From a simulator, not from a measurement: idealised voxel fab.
The following is a process module called voxel capacitor over wiring.
Displayed cross-section: cut, width of 240 nm, square cells sized 5 nm.
Each cross-section below is a grid of square cells, stated as bands in top-down order, with one or more rows of cells making up each band.
Top, bottom (nm), then materials left to right with widths (nm); lone material tagged "all across" fills the whole band edge to edge; "empty" = empty space.
Heights are reckoned from 0. Under this level, the received wafer is all of one material. The bottommost band is open-ended downward, for example "0 and below".
It should be noted that a width expressed as "30->40" varies in equal increments from row to row of cells within the band, taking the value of the first number at the top row and that of the second number at the bottom row.
"remained the same" -> step changed no cross-section cell.
For the entry "Enclosed cavity list", the listed items are empty spaces with no open way to the top whose size is 8 cells or more; each item follows the pattern width x height at distance, where distance is from the left edge and all three are in nm.
That trailing text on a step's line, after the settings, is the simulator's own remark on the step.
The line of a step may include "overlay nm". On a step with a mask, this value is how far to the right of its planned place the mask lay. A negative value means the mask lay to the left.
Process steps (planned):
- 1: RECEIVE | material Si
- 2: CONFORMAL_DEP | material SiO2 | thk nm 15
- 3: DIRECTIONAL_DEP | material TiN | thk nm 5
- 4: DIRECTIONAL_DEP | material Ru | thk nm 25
- 5: DIRECTIONAL_DEP | material aC | thk nm 15
- 6: PATTERN | tone cover | mask id METAL_1 | material resist | width nm 20 | pitch nm 75 | thk nm 35 | overlay nm 0
- 7: DIRECTIONAL_ETCH | etch materials aC | depth nm 15
- 8: STRIP | etch materials resist
- 9: DIRECTIONAL_ETCH | etch materials Ru | depth nm 25
- 10: DIRECTIONAL_ETCH | etch materials TiN | depth nm 5
- 11: STRIP | etch materials aC
- 12: CONFORMAL_DEP | material SiCN | thk nm 5
- 13: FILL_DEP | material lowk | thk nm 5
- 14: CMP | height nm 45
- 15: CONFORMAL_DEP | material SiCN | thk nm 5
- 16: DIRECTIONAL_DEP | material SiO2 | thk nm 15
- 17: PATTERN | tone open | mask id PLUG_1 | material resist | width nm 15 | thk nm 20 | overlay nm 0
- 18: DIRECTIONAL_ETCH | etch materials SiO2 | depth nm 15
- 19: DIRECTIONAL_ETCH | etch materials SiCN | depth nm 5
- 20: STRIP | etch materials resist
- 21: CONFORMAL_DEP | material TiN | thk nm 5
- 22: FILL_DEP | material Ru | thk nm 5
- 23: CMP | height nm 65
- 24: DIRECTIONAL_DEP | material TiN | thk nm 10
- 25: DIRECTIONAL_DEP | material HfO2 | thk nm 5
- 26: DIRECTIONAL_DEP | material TiN | thk nm 5
- 27: MASKED_ETCH | tone cover | mask id UPPER_PLATE | width nm 60 | etch materials TiN | depth nm 5 | overlay nm 0
- 28: MASKED_ETCH | tone cover | mask id UPPER_PLATE | width nm 60 | etch materials HfO2 | depth nm 5 | overlay nm 0
- 29: PATTERN | tone cover | mask id LOWER_PLATE | material resist | width nm 70 | thk nm 15 | overlay nm 0
- 30: DIRECTIONAL_ETCH | etch materials TiN | depth nm 10
- 31: STRIP | etch materials resist
- 32: FILL_DEP | material SiO2 | thk nm 20
- 33: CMP | height nm 100
- 34: DIRECTIONAL_DEP | material aC | thk nm 10
- 35: PATTERN | tone open | mask id PLUG_2 | material resist | width nm 15 | thk nm 30 | overlay nm 0
- 36: DIRECTIONAL_ETCH | etch materials aC | depth nm 10
- 37: STRIP | etch materials resist
- 38: DIRECTIONAL_ETCH | etch materials SiO2 | depth nm 15
- 39: STRIP | etch materials aC
- 40: CONFORMAL_DEP | material TiN | thk nm 5
- 41: FILL_DEP | material W | thk nm 5
- 42: CMP | height nm 100
- 43: CONFORMAL_DEP | material SiCN | thk nm 5
What follows covers the first of two wafers; it ran as planned:
Wafer at receipt (post step 1), cross-section:
	0 and below | Si all across
	Enclosed cavity list: none
State of the wafer after step 2, shown in cross-section:
	15 down to 0 | SiO2 all across
	Below 0, no change.
State of the wafer after step 3, shown in cross-section:
	20 down to 15 | TiN all across
	Below 15, no change.
State of the wafer after step 4, shown in cross-section:
	45 down to 20 | Ru all across
	Below 20, no change.
State of the wafer after step 5, shown in cross-section:
	60 down to 45 | aC all across
	Below 45, no change.
State of the wafer after step 6, shown in cross-section:
	95 down to 60 | 70 nm empty / 20 nm resist / 55 nm empty / 20 nm resist / 75 nm empty
	Below 60, no change.
State of the wafer after step 7, shown in cross-section:
	80 down to 60 | 70 nm empty / 20 nm resist / 55 nm empty / 20 nm resist / 75 nm empty
	60 down to 45 | 70 nm empty / 20 nm aC / 55 nm empty / 20 nm aC / 75 nm empty
	Below 45, no change.
State of the wafer after step 8, shown in cross-section:
	60 down to 45 | 70 nm empty / 20 nm aC / 55 nm empty / 20 nm aC / 75 nm empty
	Below 45, no change.
State of the wafer after step 9, shown in cross-section:
	60 down to 45 | 70 nm empty / 20 nm aC / 55 nm empty / 20 nm aC / 75 nm empty
	45 down to 20 | 70 nm empty / 20 nm Ru / 55 nm empty / 20 nm Ru / 75 nm empty
	Below 20, no change.
State of the wafer after step 10, shown in cross-section:
	60 down to 45 | 70 nm empty / 20 nm aC / 55 nm empty / 20 nm aC / 75 nm empty
	45 down to 20 | 70 nm empty / 20 nm Ru / 55 nm empty / 20 nm Ru / 75 nm empty
	20 down to 15 | 70 nm empty / 20 nm TiN / 55 nm empty / 20 nm TiN / 75 nm empty
	Below 15, no change.
State of the wafer after step 11, shown in cross-section:
	45 down to 20 | 70 nm empty / 20 nm Ru / 55 nm empty / 20 nm Ru / 75 nm empty
	Below 20, no change.
State of the wafer after step 12, shown in cross-section:
	50 down to 45 | 65 nm empty / 30 nm SiCN / 45 nm empty / 30 nm SiCN / 70 nm empty
	45 down to 20 | 65 nm empty / 5 nm SiCN / 20 nm Ru / 5 nm SiCN / 45 nm empty / 5 nm SiCN / 20 nm Ru / 5 nm SiCN / 70 nm empty
	20 down to 15 | 70 nm SiCN / 20 nm TiN / 55 nm SiCN / 20 nm TiN / 75 nm SiCN
	Below 15, no change.
State of the wafer after step 13, shown in cross-section:
	55 down to 50 | lowk all across
	50 down to 45 | 65 nm lowk / 30 nm SiCN / 45 nm lowk / 30 nm SiCN / 70 nm lowk
	45 down to 20 | 65 nm lowk / 5 nm SiCN / 20 nm Ru / 5 nm SiCN / 45 nm lowk / 5 nm SiCN / 20 nm Ru / 5 nm SiCN / 70 nm lowk
	Below 20, no change.
State of the wafer after step 14, shown in cross-section:
	45 down to 20 | 65 nm lowk / 5 nm SiCN / 20 nm Ru / 5 nm SiCN / 45 nm lowk / 5 nm SiCN / 20 nm Ru / 5 nm SiCN / 70 nm lowk
	Below 20, no change.
State of the wafer after step 15, shown in cross-section:
	50 down to 45 | SiCN all across
	Below 45, no change.
State of the wafer after step 16, shown in cross-section:
	65 down to 50 | SiO2 all across
	Below 50, no change.
State of the wafer after step 17, shown in cross-section:
	85 down to 65 | 75 nm resist / 15 nm empty / 150 nm resist
	Below 65, no change.
State of the wafer after step 18, shown in cross-section:
	85 down to 65 | 75 nm resist / 15 nm empty / 150 nm resist
	65 down to 50 | 75 nm SiO2 / 15 nm empty / 150 nm SiO2
	Below 50, no change.
State of the wafer after step 19, shown in cross-section:
	85 down to 65 | 75 nm resist / 15 nm empty / 150 nm resist
	65 down to 50 | 75 nm SiO2 / 15 nm empty / 150 nm SiO2
	50 down to 45 | 75 nm SiCN / 15 nm empty / 150 nm SiCN
	Below 45, no change.
State of the wafer after step 20, shown in cross-section:
	65 down to 50 | 75 nm SiO2 / 15 nm empty / 150 nm SiO2
	Below 50, no change.
State of the wafer after step 21, shown in cross-section:
	70 down to 65 | 80 nm TiN / 5 nm empty / 155 nm TiN
	65 down to 50 | 75 nm SiO2 / 5 nm TiN / 5 nm empty / 5 nm TiN / 150 nm SiO2
	50 down to 45 | 75 nm SiCN / 15 nm TiN / 150 nm SiCN
	Below 45, no change.
State of the wafer after step 22, shown in cross-section:
	75 down to 70 | Ru all across
	70 down to 65 | 80 nm TiN / 5 nm Ru / 155 nm TiN
	65 down to 50 | 75 nm SiO2 / 5 nm TiN / 5 nm Ru / 5 nm TiN / 150 nm SiO2
	Below 50, no change.
State of the wafer after step 23, shown in cross-section:
	65 down to 50 | 75 nm SiO2 / 5 nm TiN / 5 nm Ru / 5 nm TiN / 150 nm SiO2
	Below 50, no change.
State of the wafer after step 24, shown in cross-section:
	75 down to 65 | TiN all across
	Below 65, no change.
State of the wafer after step 25, shown in cross-section:
	80 down to 75 | HfO2 all across
	Below 75, no change.
State of the wafer after step 26, shown in cross-section:
	85 down to 80 | TiN all across
	Below 80, no change.
State of the wafer after step 27, shown in cross-section:
	85 down to 80 | 75 nm empty / 60 nm TiN / 105 nm empty
	Below 80, no change.
State of the wafer after step 28, shown in cross-section:
	85 down to 80 | 75 nm empty / 60 nm TiN / 105 nm empty
	80 down to 75 | 75 nm empty / 60 nm HfO2 / 105 nm empty
	Below 75, no change.
State of the wafer after step 29, shown in cross-section:
	100 down to 85 | 70 nm empty / 70 nm resist / 100 nm empty
	85 down to 80 | 70 nm empty / 5 nm resist / 60 nm TiN / 5 nm resist / 100 nm empty
	80 down to 75 | 70 nm empty / 5 nm resist / 60 nm HfO2 / 5 nm resist / 100 nm empty
	Below 75, no change.
State of the wafer after step 30, shown in cross-section:
	100 down to 85 | 70 nm empty / 70 nm resist / 100 nm empty
	85 down to 80 | 70 nm empty / 5 nm resist / 60 nm TiN / 5 nm resist / 100 nm empty
	80 down to 75 | 70 nm empty / 5 nm resist / 60 nm HfO2 / 5 nm resist / 100 nm empty
	75 down to 65 | 70 nm empty / 70 nm TiN / 100 nm empty
	Below 65, no change.
State of the wafer after step 31, shown in cross-section:
	85 down to 80 | 75 nm empty / 60 nm TiN / 105 nm empty
	80 down to 75 | 75 nm empty / 60 nm HfO2 / 105 nm empty
	Below 75, no change.
State of the wafer after step 32, shown in cross-section:
	105 down to 85 | SiO2 all across
	85 down to 80 | 75 nm SiO2 / 60 nm TiN / 105 nm SiO2
	80 down to 75 | 75 nm SiO2 / 60 nm HfO2 / 105 nm SiO2
	75 down to 65 | 70 nm SiO2 / 70 nm TiN / 100 nm SiO2
	Below 65, no change.
State of the wafer after step 33, shown in cross-section:
	100 down to 85 | SiO2 all across
	Below 85, no change.
State of the wafer after step 34, shown in cross-section:
	110 down to 100 | aC all across
	Below 100, no change.
State of the wafer after step 35, shown in cross-section:
	140 down to 110 | 85 nm resist / 15 nm empty / 140 nm resist
	Below 110, no change.
State of the wafer after step 36, shown in cross-section:
	130 down to 110 | 85 nm resist / 15 nm empty / 140 nm resist
	110 down to 100 | 85 nm aC / 15 nm empty / 140 nm aC
	Below 100, no change.
State of the wafer after step 37, shown in cross-section:
	110 down to 100 | 85 nm aC / 15 nm empty / 140 nm aC
	Below 100, no change.
State of the wafer after step 38, shown in cross-section:
	110 down to 100 | 85 nm aC / 15 nm empty / 140 nm aC
	100 down to 85 | 85 nm SiO2 / 15 nm empty / 140 nm SiO2
	Below 85, no change.
State of the wafer after step 39, shown in cross-section:
	100 down to 85 | 85 nm SiO2 / 15 nm empty / 140 nm SiO2
	Below 85, no change.
State of the wafer after step 40, shown in cross-section:
	105 down to 100 | 90 nm TiN / 5 nm empty / 145 nm TiN
	100 down to 90 | 85 nm SiO2 / 5 nm TiN / 5 nm empty / 5 nm TiN / 140 nm SiO2
	90 down to 80 | 85->75 nm SiO2 / 15->60 nm TiN / 140->105 nm SiO2
	Below 80, no change.
State of the wafer after step 41, shown in cross-section:
	110 down to 105 | W all across
	105 down to 100 | 90 nm TiN / 5 nm W / 145 nm TiN
	100 down to 90 | 85 nm SiO2 / 5 nm TiN / 5 nm W / 5 nm TiN / 140 nm SiO2
	Below 90, no change.
State of the wafer after step 42, shown in cross-section:
	100 down to 90 | 85 nm SiO2 / 5 nm TiN / 5 nm W / 5 nm TiN / 140 nm SiO2
	Below 90, no change.
State of the wafer after step 43, shown in cross-section:
	105 down to 100 | SiCN all across
	Below 100, no change.
Second wafer. Start and plan as for the first. One mistake made in running. Agrees with the first up to and including step 14:
Cross-section of the second wafer at the time step 15 of the plan should have ended:
	60 down to 45 | SiO2 all across
	Below 45, no change.
Cross-section of the second wafer at the time step 16 of the plan should have ended:
	65 down to 60 | SiCN all across
	Below 60, no change.
Cross-section of the second wafer at the time step 17 of the plan should have ended:
	85 down to 65 | 75 nm resist / 15 nm empty / 150 nm resist
	Below 65, no change.
Cross-section of the second wafer at the time step 18 of the plan should have ended: remained the same
Cross-section of the second wafer at the time step 19 of the plan should have ended:
	85 down to 65 | 75 nm resist / 15 nm empty / 150 nm resist
	65 down to 60 | 75 nm SiCN / 15 nm empty / 150 nm SiCN
	Below 60, no change.
Cross-section of the second wafer at the time step 20 of the plan should have ended:
	65 down to 60 | 75 nm SiCN / 15 nm empty / 150 nm SiCN
	Below 60, no change.
Cross-section of the second wafer at the time step 21 of the plan should have ended:
	70 down to 65 | 80 nm TiN / 5 nm empty / 155 nm TiN
	65 down to 60 | 75 nm SiCN / 15 nm TiN / 150 nm SiCN
	Below 60, no change.
Cross-section of the second wafer at the time step 22 of the plan should have ended:
	75 down to 70 | Ru all across
	70 down to 65 | 80 nm TiN / 5 nm Ru / 155 nm TiN
	Below 65, no change.
Cross-section of the second wafer at the time step 23 of the plan should have ended:
	65 down to 60 | 75 nm SiCN / 15 nm TiN / 150 nm SiCN
	Below 60, no change.
Cross-section of the second wafer at the time step 24 of the plan should have ended:
	75 down to 65 | TiN all across
	Below 65, no change.
Cross-section of the second wafer at the time step 25 of the plan should have ended:
	80 down to 75 | HfO2 all across
	Below 75, no change.
Cross-section of the second wafer at the time step 26 of the plan should have ended:
	85 down to 80 | TiN all across
	Below 80, no change.
Cross-section of the second wafer at the time step 27 of the plan should have ended:
	85 down to 80 | 75 nm empty / 60 nm TiN / 105 nm empty
	Below 80, no change.
Cross-section of the second wafer at the time step 28 of the plan should have ended:
	85 down to 80 | 75 nm empty / 60 nm TiN / 105 nm empty
	80 down to 75 | 75 nm empty / 60 nm HfO2 / 105 nm empty
	Below 75, no change.
Cross-section of the second wafer at the time step 29 of the plan should have ended:
	100 down to 85 | 70 nm empty / 70 nm resist / 100 nm empty
	85 down to 80 | 70 nm empty / 5 nm resist / 60 nm TiN / 5 nm resist / 100 nm empty
	80 down to 75 | 70 nm empty / 5 nm resist / 60 nm HfO2 / 5 nm resist / 100 nm empty
	Below 75, no change.
Cross-section of the second wafer at the time step 30 of the plan should have ended:
	100 down to 85 | 70 nm empty / 70 nm resist / 100 nm empty
	85 down to 80 | 70 nm empty / 5 nm resist / 60 nm TiN / 5 nm resist / 100 nm empty
	80 down to 75 | 70 nm empty / 5 nm resist / 60 nm HfO2 / 5 nm resist / 100 nm empty
	75 down to 65 | 70 nm empty / 70 nm TiN / 100 nm empty
	Below 65, no change.
Cross-section of the second wafer at the time step 31 of the plan should have ended:
	85 down to 80 | 75 nm empty / 60 nm TiN / 105 nm empty
	80 down to 75 | 75 nm empty / 60 nm HfO2 / 105 nm empty
	Below 75, no change.
Cross-section of the second wafer at the time step 32 of the plan should have ended:
	105 down to 85 | SiO2 all across
	85 down to 80 | 75 nm SiO2 / 60 nm TiN / 105 nm SiO2
	80 down to 75 | 75 nm SiO2 / 60 nm HfO2 / 105 nm SiO2
	75 down to 65 | 70 nm SiO2 / 70 nm TiN / 100 nm SiO2
	Below 65, no change.
Cross-section of the second wafer at the time step 33 of the plan should have ended:
	100 down to 85 | SiO2 all across
	Below 85, no change.
Cross-section of the second wafer at the time step 34 of the plan should have ended:
	110 down to 100 | aC all across
	Below 100, no change.
Cross-section of the second wafer at the time step 35 of the plan should have ended:
	140 down to 110 | 85 nm resist / 15 nm empty / 140 nm resist
	Below 110, no change.
Cross-section of the second wafer at the time step 36 of the plan should have ended:
	130 down to 110 | 85 nm resist / 15 nm empty / 140 nm resist
	110 down to 100 | 85 nm aC / 15 nm empty / 140 nm aC
	Below 100, no change.
Cross-section of the second wafer at the time step 37 of the plan should have ended:
	110 down to 100 | 85 nm aC / 15 nm empty / 140 nm aC
	Below 100, no change.
Cross-section of the second wafer at the time step 38 of the plan should have ended:
	110 down to 100 | 85 nm aC / 15 nm empty / 140 nm aC
	100 down to 85 | 85 nm SiO2 / 15 nm empty / 140 nm SiO2
	Below 85, no change.
Cross-section of the second wafer at the time step 39 of the plan should have ended:
	100 down to 85 | 85 nm SiO2 / 15 nm empty / 140 nm SiO2
	Below 85, no change.
Cross-section of the second wafer at the time step 40 of the plan should have ended:
	105 down to 100 | 90 nm TiN / 5 nm empty / 145 nm TiN
	100 down to 90 | 85 nm SiO2 / 5 nm TiN / 5 nm empty / 5 nm TiN / 140 nm SiO2
	90 down to 80 | 85->75 nm SiO2 / 15->60 nm TiN / 140->105 nm SiO2
	Below 80, no change.
Cross-section of the second wafer at the time step 41 of the plan should have ended:
	110 down to 105 | W all across
	105 down to 100 | 90 nm TiN / 5 nm W / 145 nm TiN
	100 down to 90 | 85 nm SiO2 / 5 nm TiN / 5 nm W / 5 nm TiN / 140 nm SiO2
	Below 90, no change.
Cross-section of the second wafer at the time step 42 of the plan should have ended:
	100 down to 90 | 85 nm SiO2 / 5 nm TiN / 5 nm W / 5 nm TiN / 140 nm SiO2
	Below 90, no change.
Cross-section of the second wafer at the time step 43 of the plan should have ended:
	105 down to 100 | SiCN all across
	Below 100, no change.
What broke from the plan during processing? steps 15 and 16 were swapped
Bottom line after processing is that, in cells, the second wafer is up or down on some materials versus the first: 3 fewer of Ru; 9 more of SiO2; 6 fewer of TiN
